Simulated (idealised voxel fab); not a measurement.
The document below concerns the process module designated voxel capacitor over wiring.
Each square cell in cross-section cut measures 5 nm, and the section as a whole is 160 nm wide.
Cross-section format: a grid of square cells, given as bands from top to bottom; each band is one or more rows of cells. Quick guide to a band line: top height, bottom height (nm) up front; then every material left to right with its width in nm. Only one material and it's marked "edge to edge"? Then it fills the band edge to edge. And "blank" just means empty space. For the purposes of this specification, 0 denotes the height below which the wafer in its as-received condition is composed wholly of one material, and the lowermost band, lacking a lower limit, extends downward without end, as expressed in "top 0, no bottom". With a width like "30..40", each row of cells in the band differs from the next by the same amount, the top row carrying the first number and the bottom row the second. A step reported as "stayed the same" is a step in which no cell of the cross-section changed. Listed in "Entrapped void list": every empty space of 8 or more cells without an open way to the top. Form: width x height at distance, the distance being from the left edge, all in nm. Where a step's line continues beyond its settings, the continuation is a remark by the simulator itself on that step. Regarding "overlay nm": on a step with a mask, it is the distance the mask lay to the right of its planned place; a negative value places it to the left.
STEPS IN THE PROCESS PLAN
| 1 | RECEIVE | material Si |
| 2 | CONFORMAL_DEP | material SiO2 | thk nm 10 |
| 3 | DIRECTIONAL_DEP | material TiN | thk nm 5 |
| 4 | DIRECTIONAL_DEP | material Ru | thk nm 15 |
| 5 | MASKED_ETCH | tone cover | mask id METAL_1 | width nm 20 | pitch nm 90 | etch materials Ru | depth nm 15 | overlay nm 0 |
| 6 | MASKED_ETCH | tone cover | mask id METAL_1 | width nm 20 | pitch nm 90 | etch materials TiN | depth nm 5 | overlay nm 0 |
| 7 | CONFORMAL_DEP | material SiN | thk nm 5 |
| 8 | FILL_DEP | material lowk | thk nm 5 |
| 9 | CMP | height nm 30 |
| 10 | CONFORMAL_DEP | material SiCN | thk nm 5 |
| 11 | DIRECTIONAL_DEP | material lowk | thk nm 20 |
| 12 | DIRECTIONAL_DEP | material aC | thk nm 10 |
| 13 | PATTERN | tone open | mask id PLUG_1 | material resist | width nm 15 | thk nm 25 | overlay nm 0 |
| 14 | DIRECTIONAL_ETCH | etch materials aC | depth nm 10 |
| 15 | STRIP | etch materials resist |
| 16 | DIRECTIONAL_ETCH | etch materials lowk | depth nm 20 |
| 17 | DIRECTIONAL_ETCH | etch materials SiCN | depth nm 5 |
| 18 | STRIP | etch materials aC |
| 19 | EPI | material Ru | thk nm 10 |
| 20 | EPI | material Ru | thk nm 10 |
| 21 | EPI | material Ru | thk nm 5 |
| 22 | DIRECTIONAL_DEP | material TiN | thk nm 10 |
| 23 | DIRECTIONAL_DEP | material Al2O3 | thk nm 5 |
| 24 | DIRECTIONAL_DEP | material TiN | thk nm 10 |
| 25 | MASKED_ETCH | tone cover | mask id UPPER_PLATE | width nm 75 | etch materials TiN | depth nm 10 | overlay nm 0 |
| 26 | MASKED_ETCH | tone cover | mask id UPPER_PLATE | width nm 75 | etch materials Al2O3 | depth nm 5 | overlay nm 0 |
| 27 | DIRECTIONAL_DEP | material aC | thk nm 15 |
| 28 | PATTERN | tone cover | mask id LOWER_PLATE | material resist | width nm 85 | thk nm 35 | overlay nm 0 |
| 29 | DIRECTIONAL_ETCH | etch materials aC | depth nm 15 |
| 30 | STRIP | etch materials resist |
| 31 | DIRECTIONAL_ETCH | etch materials TiN | depth nm 10 |
| 32 | STRIP | etch materials aC |
| 33 | FILL_DEP | material SiO2 | thk nm 20 |
| 34 | CMP | height nm 95 |
| 35 | PATTERN | tone open | mask id PLUG_2 | material resist | width nm 15 | thk nm 20 | overlay nm 0 |
| 36 | DIRECTIONAL_ETCH | etch materials SiO2 | depth nm 15 |
| 37 | STRIP | etch materials resist |
| 38 | CONFORMAL_DEP | material TiN | thk nm 5 |
| 39 | FILL_DEP | material Cu | thk nm 5 |
| 40 | CMP | height nm 95 |
| 41 | CONFORMAL_DEP | material SiCN | thk nm 5 |
CROSS-SECTION OF THE INCOMING WAFER, STATE AFTER STEP 1
> top 0, no bottom  Si edge to edge
> Entrapped void list: none
HERE'S THE WAFER CUT IN CROSS-SECTION AFTER THE MODULE, STARTED AND PLANNED JUST LIKE ABOVE, EXCEPT ONE THING WAS DONE WRONG IN THE RUN
> top 100, bottom 95  SiCN edge to edge
> top 95, bottom 85  40 nm SiO2  5 nm TiN  5 nm Cu  5 nm TiN  105 nm SiO2
> top 85, bottom 80  40 nm SiO2  15 nm TiN  105 nm SiO2
> top 80, bottom 70  30 nm SiO2  75 nm TiN  55 nm SiO2
> top 70, bottom 65  30 nm SiO2  75 nm Al2O3  55 nm SiO2
> top 65, bottom 55  30 nm SiO2  85 nm TiN  45 nm SiO2
> top 55, bottom 35  30 nm lowk  15 nm Ru  115 nm lowk
> top 35, bottom 30  30 nm SiCN  15 nm Ru  115 nm SiCN
> top 30, bottom 15  20 nm lowk  5 nm SiN  20 nm Ru  5 nm SiN  60 nm lowk  5 nm SiN  20 nm Ru  5 nm SiN  20 nm lowk
> top 15, bottom 10  25 nm SiN  20 nm TiN  70 nm SiN  20 nm TiN  25 nm SiN
> top 10, bottom 0  SiO2 edge to edge
> top 0, no bottom  Si edge to edge
> Entrapped void list: none
Finding, execution versus plan: step 28 ran as: PATTERN | tone cover | mask id LOWER_PLATE | material resist | width nm 85 | thk nm 35 | overlay nm 5
